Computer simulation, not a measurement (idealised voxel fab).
Process module name: voxel spacer lines
225 nm wide, 5 nm square cells: that's cross-section cut.
Cross-section = grid of square cells, listed top down in bands; band = one or more rows. Within each band entry, the heights of the top and of the bottom of the band appear first, in that order and in nm; the materials of the band then follow from left to right, each with its corresponding width in nm. The designation "full width" on a single material indicates that it fills the band from edge to edge; the designation "blank" indicates empty space. Zero point of the height axis is 0; under it, received wafer = one material. Lowest band: continues down indefinitely, "0..down". So if you see something like "30->40" for the width, read it as the top row of the band sitting at the first number and the bottom row at the second, with every row in between moving by the same amount as the last. "remained the same" for a step: no cell of the cross-section changed in that step. "Closed cavity list" lists enclosed empty spaces (at least 8 cells, no open path upward to the top), each as width x height at distance from the left edge, in nm. On a step's line, text after the settings is the simulator commenting on that step. A step line may carry the setting "overlay nm", which, for steps involving a mask, states the distance by which the mask lay to the right of its intended position; negative values denote displacement to the left.

### Process steps (planned)
step 1: RECEIVE | material Si
step 2: CONFORMAL_DEP | material Al2O3 | thk nm 10
step 3: DIRECTIONAL_DEP | material polySi | thk nm 15
step 4: DIRECTIONAL_DEP | material aC | thk nm 30
step 5: PATTERN | tone cover | mask id MANDREL | material resist | width nm 20 | pitch nm 60 | thk nm 35 | overlay nm 0
step 6: DIRECTIONAL_ETCH | etch materials aC | depth nm 30
step 7: STRIP | etch materials resist
step 8: CONFORMAL_DEP | material SiO2 | thk nm 10
step 9: DIRECTIONAL_ETCH | etch materials SiO2 | depth nm 10
step 10: STRIP | etch materials aC
step 11: DIRECTIONAL_ETCH | etch materials polySi | depth nm 15
step 12: STRIP | etch materials SiO2

### Received-state cross-section, reflecting completion of step 1
* 0..down: Si full width
* Closed cavity list: none

### Starting wafer: above. Plan: above. Run: one mistake. Cross-section after the module: below
* 40..25: 60 nm blank; 10 nm polySi; 20 nm blank; 10 nm polySi; 20 nm blank; 10 nm polySi; 20 nm blank; 10 nm polySi; 65 nm blank
* 25..10: polySi full width
* 10..0: Al2O3 full width
* 0..down: Si full width
* Closed cavity list: none
What broke from the plan during processing? step 3 of the plan was twice carried out
